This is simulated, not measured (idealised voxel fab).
process module | voxel lift off
cross-section cut | 225 nm wide | cells 5 nm
A cross-section is a grid of square cells, given in bands from the top down. A band is one or more rows of cells.
Each band's line starts with the height of the band's top and of its bottom, in nm. Then come its materials from left to right, each with its width in nm. One material with "throughout" fills the band from edge to edge. "air" is empty space.
Height 0 is the level under which the wafer as received is all one material. The lowest band goes on downwards, as in "0 down".
A width such as "30 to 40" changes by the same amount from each row of cells to the next, from the band's top row to its bottom row.
"no change" after a step means that no cell of the cross-section changed.
closed voids: empty space of 8 cells or more with no open way to the top, each as width x height at its distance from the left edge, in nm
after a step's settings: what the simulator itself notes on the step
overlay nm, on a step with a mask: how far to the right of its planned place the mask lay; to the left if negative
Each pair below shows a cross-section before one step and the cross-section after it, down to the lowest band that changed. The line under each pair gives the step between them, with its settings. The pairs can come from different runs of this module on the same starting wafer, so a pair continues from the pair above only where its "before" says so.
before
  0 down: Si throughout
  closed voids: none
after
  10 to 0: SiO2 throughout
  below 0: unchanged
  closed voids: none
the step between: op CONFORMAL_DEP | material SiO2 | thk nm 10
before: the cross-section after the pair above
after
  30 to 10: resist 75 | air 20 | resist 30 | air 20 | resist 80
  below 10: unchanged
  closed voids: none
the step between: op PATTERN | tone open | mask id LINES | material resist | width nm 20 | pitch nm 50 | thk nm 20 | overlay nm 0
before: the cross-section after the pair above
after
  35 to 30: Ru 75 | air 20 | Ru 30 | air 20 | Ru 80
  30 to 15: resist 75 | air 20 | resist 30 | air 20 | resist 80
  15 to 10: resist 75 | Ru 20 | resist 30 | Ru 20 | resist 80
  below 10: unchanged
  closed voids: none
the step between: op DIRECTIONAL_DEP | material Ru | thk nm 5
before: the cross-section after the pair above
after
  15 to 10: air 75 | Ru 20 | air 30 | Ru 20 | air 80
  below 10: unchanged
  closed voids: none
the step between: op STRIP | etch materials resist
before: the cross-section after the pair above
after
  20 to 15: air 70 | SiO2 30 | air 20 | SiO2 30 | air 75
  15 to 10: SiO2 75 | Ru 20 | SiO2 30 | Ru 20 | SiO2 80
  below 10: unchanged
  closed voids: none
the step between: op CONFORMAL_DEP | material SiO2 | thk nm 5
before
  30 to 10: resist 75 | air 20 | resist 30 | air 20 | resist 80
  10 to 0: SiO2 throughout
  0 down: Si throughout
  closed voids: none
after
  45 to 30: Ru 75 | air 20 | Ru 30 | air 20 | Ru 80
  30 to 25: resist 75 | air 20 | resist 30 | air 20 | resist 80
  25 to 10: resist 75 | Ru 20 | resist 30 | Ru 20 | resist 80
  below 10: unchanged
  closed voids: none
the step between: op DIRECTIONAL_DEP | material Ru | thk nm 15
before: the cross-section after the pair above
after
  25 to 10: air 75 | Ru 20 | air 30 | Ru 20 | air 80
  below 10: unchanged
  closed voids: none
the step between: op STRIP | etch materials resist
before: the cross-section after the pair above
after
  30 to 25: air 70 | SiO2 30 | air 20 | SiO2 30 | air 75
  25 to 15: air 70 | SiO2 5 | Ru 20 | SiO2 5 | air 20 | SiO2 5 | Ru 20 | SiO2 5 | air 75
  15 to 10: SiO2 75 | Ru 20 | SiO2 30 | Ru 20 | SiO2 80
  below 10: unchanged
  closed voids: none
the step between: op CONFORMAL_DEP | material SiO2 | thk nm 5
before
  10 to 0: SiO2 throughout
  0 down: Si throughout
  closed voids: none
after
  30 to 10: resist 70 | air 30 | resist 20 | air 30 | resist 75
  below 10: unchanged
  closed voids: none
the step between: op PATTERN | tone open | mask id LINES | material resist | width nm 30 | pitch nm 50 | thk nm 20 | overlay nm 0
before: the cross-section after the pair above
after
  35 to 30: Ru 70 | air 30 | Ru 20 | air 30 | Ru 75
  30 to 15: resist 70 | air 30 | resist 20 | air 30 | resist 75
  15 to 10: resist 70 | Ru 30 | resist 20 | Ru 30 | resist 75
  below 10: unchanged
  closed voids: none
the step between: op DIRECTIONAL_DEP | material Ru | thk nm 5
before: the cross-section after the pair above
after
  15 to 10: air 70 | Ru 30 | air 20 | Ru 30 | air 75
  below 10: unchanged
  closed voids: none
the step between: op STRIP | etch materials resist
before: the cross-section after the pair above
after
  20 to 15: air 65 | SiO2 40 | air 10 | SiO2 40 | air 70
  15 to 10: SiO2 70 | Ru 30 | SiO2 20 | Ru 30 | SiO2 75
  below 10: unchanged
  closed voids: none
the step between: op CONFORMAL_DEP | material SiO2 | thk nm 5
before
  10 to 0: SiO2 throughout
  0 down: Si throughout
  closed voids: none
after
  30 to 10: resist 70 | air 20 | resist 30 | air 20 | resist 85
  below 10: unchanged
  closed voids: none
the step between: op PATTERN | tone open | mask id LINES | material resist | width nm 20 | pitch nm 50 | thk nm 20 | overlay nm -5
before: the cross-section after the pair above
after
  35 to 30: Ru 70 | air 20 | Ru 30 | air 20 | Ru 85
  30 to 15: resist 70 | air 20 | resist 30 | air 20 | resist 85
  15 to 10: resist 70 | Ru 20 | resist 30 | Ru 20 | resist 85
  below 10: unchanged
  closed voids: none
the step between: op DIRECTIONAL_DEP | material Ru | thk nm 5
before: the cross-section after the pair above
after
  15 to 10: air 70 | Ru 20 | air 30 | Ru 20 | air 85
  below 10: unchanged
  closed voids: none
the step between: op STRIP | etch materials resist
before: the cross-section after the pair above
after
  20 to 15: air 65 | SiO2 30 | air 20 | SiO2 30 | air 80
  15 to 10: SiO2 70 | Ru 20 | SiO2 30 | Ru 20 | SiO2 85
  below 10: unchanged
  closed voids: none
the step between: op CONFORMAL_DEP | material SiO2 | thk nm 5
before
  0 down: Si throughout
  closed voids: none
after
  10 to 0: Ru throughout
  below 0: unchanged
  closed voids: none
the step between: op CONFORMAL_DEP | material Ru | thk nm 10
before: the cross-section after the pair above
after
  30 to 10: resist 75 | air 20 | resist 30 | air 20 | resist 80
  below 10: unchanged
  closed voids: none
the step between: op PATTERN | tone open | mask id LINES | material resist | width nm 20 | pitch nm 50 | thk nm 20 | overlay nm 0
before: the cross-section after the pair above
after
  35 to 30: Ru 75 | air 20 | Ru 30 | air 20 | Ru 80
  30 to 15: resist 75 | air 20 | resist 30 | air 20 | resist 80
  15 to 10: resist 75 | Ru 20 | resist 30 | Ru 20 | resist 80
  below 10: unchanged
  closed voids: none
the step between: op DIRECTIONAL_DEP | material Ru | thk nm 5
before: the cross-section after the pair above
after
  15 to 10: air 75 | Ru 20 | air 30 | Ru 20 | air 80
  below 10: unchanged
  closed voids: none
the step between: op STRIP | etch materials resist
before: the cross-section after the pair above
after
  20 to 15: air 70 | SiO2 30 | air 20 | SiO2 30 | air 75
  15 to 10: SiO2 75 | Ru 20 | SiO2 30 | Ru 20 | SiO2 80
  below 10: unchanged
  closed voids: none
the step between: op CONFORMAL_DEP | material SiO2 | thk nm 5
before
  10 to 0: SiO2 throughout
  0 down: Si throughout
  closed voids: none
after
  30 to 10: air 75 | resist 20 | air 30 | resist 20 | air 80
  below 10: unchanged
  closed voids: none
the step between: op PATTERN | tone cover | mask id LINES | material resist | width nm 20 | pitch nm 50 | thk nm 20 | overlay nm 0
before: the cross-section after the pair above
after
  35 to 30: air 75 | Ru 20 | air 30 | Ru 20 | air 80
  30 to 15: air 75 | resist 20 | air 30 | resist 20 | air 80
  15 to 10: Ru 75 | resist 20 | Ru 30 | resist 20 | Ru 80
  below 10: unchanged
  closed voids: none
the step between: op DIRECTIONAL_DEP | material Ru | thk nm 5
before: the cross-section after the pair above
after
  15 to 10: Ru 75 | air 20 | Ru 30 | air 20 | Ru 80
  below 10: unchanged
  closed voids: none
the step between: op STRIP | etch materials resist
before: the cross-section after the pair above
after
  20 to 15: SiO2 80 | air 10 | SiO2 40 | air 10 | SiO2 85
  15 to 10: Ru 75 | SiO2 20 | Ru 30 | SiO2 20 | Ru 80
  below 10: unchanged
  closed voids: none
the step between: op CONFORMAL_DEP | material SiO2 | thk nm 5
